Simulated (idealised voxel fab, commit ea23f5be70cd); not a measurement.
The following process module bears the name voxel lift off.
Cross-section cut: width 300 nm, square cells of 5 nm.
Reading order for cross-sections: top band down to bottom band. Underlying form: a grid of square cells. Band size: one or more rows of cells.
The entry gives the band's vertical extent as a top height and a bottom height in nm, then its horizontal make-up as materials from left to right, each with a width in nm. "air" stands for empty space; a single material marked "full width" fills the band edge to edge.
Beneath 0, the wafer as received is one material, and that level is where height counting begins. The lowest band goes on downward without a bottom; it is written like "0 nm and below".
Top row gets the first number, bottom row gets the second, and each row in between changes by the same step: that is how a band width like "30 to 40" works.
Given "remained the same" for a step, no cell of the cross-section differs between before and after that step.
"Closed void register" lists enclosed empty spaces (at least 8 cells, no open path upward to the top), each as width x height at distance from the left edge, in nm.
Anything after a step's settings on that line? It's the simulator's own note about the step.
Each step line may optionally specify "overlay nm", which for a step with a mask gives the rightward distance between the mask's planned place and where it lay, a negative value indicating the leftward direction.

Process steps - plan
1. RECEIVE (material Si)
2. CONFORMAL_DEP (material SiN; thk nm 10)
3. PATTERN (tone open; mask id LINES; material resist; width nm 25; pitch nm 50; thk nm 20; overlay nm 0)
4. DIRECTIONAL_DEP (material Ru; thk nm 10)
5. STRIP (etch materials resist)
6. CONFORMAL_DEP (material SiN; thk nm 5)

So, the first of our two wafers, run just as we planned it

Cross-section of the wafer upon arrival, representing the state reached after step 1
	0 nm and below = Si full width
	Closed void register: none

So this is the wafer cross-section right after step 2
	10 nm to 0 nm = SiN full width
	Everything under 0 stays put, no change at all.

So this is the wafer cross-section right after step 3
	30 nm to 10 nm = resist 110 nm  air 25 nm  resist 25 nm  air 25 nm  resist 115 nm
	Everything under 10 stays put, no change at all.

So this is the wafer cross-section right after step 4
	40 nm to 30 nm = Ru 110 nm  air 25 nm  Ru 25 nm  air 25 nm  Ru 115 nm
	30 nm to 20 nm = resist 110 nm  air 25 nm  resist 25 nm  air 25 nm  resist 115 nm
	20 nm to 10 nm = resist 110 nm  Ru 25 nm  resist 25 nm  Ru 25 nm  resist 115 nm
	Everything under 10 stays put, no change at all.

So this is the wafer cross-section right after step 5
	20 nm to 10 nm = air 110 nm  Ru 25 nm  air 25 nm  Ru 25 nm  air 115 nm
	Everything under 10 stays put, no change at all.

So this is the wafer cross-section right after step 6
	25 nm to 20 nm = air 105 nm  SiN 35 nm  air 15 nm  SiN 35 nm  air 110 nm
	20 nm to 15 nm = air 105 nm  SiN 5 nm  Ru 25 nm  SiN 5 nm  air 15 nm  SiN 5 nm  Ru 25 nm  SiN 5 nm  air 110 nm
	15 nm to 10 nm = SiN 110 nm  Ru 25 nm  SiN 25 nm  Ru 25 nm  SiN 115 nm
	Everything under 10 stays put, no change at all.

Regarding the second of the two wafers: it shared the first wafer's starting condition and process plan, yet one error occurred during its execution. Its history coincides with that of the first wafer up to and including step 4

Cross-sectional representation of the second wafer at the time designated in the plan for the completion of step 5
	20 nm to 10 nm = air 110 nm  Ru 25 nm  air 25 nm  Ru 25 nm  air 115 nm
	Everything under 10 stays put, no change at all.

Cross-sectional representation of the second wafer at the time designated in the plan for the completion of step 6
	25 nm to 20 nm = air 105 nm  SiN 35 nm  air 15 nm  SiN 35 nm  air 110 nm
	20 nm to 15 nm = air 105 nm  SiN 5 nm  Ru 25 nm  SiN 5 nm  air 15 nm  SiN 5 nm  Ru 25 nm  SiN 5 nm  air 110 nm
	15 nm to 10 nm = SiN 110 nm  Ru 25 nm  SiN 25 nm  Ru 25 nm  SiN 115 nm
	Everything under 10 stays put, no change at all.
Here's what went sideways: step 5, plan: ran twice
The two wafers wind up with the same cross-section at the end, so whatever this model computes is the same despite the mistake.
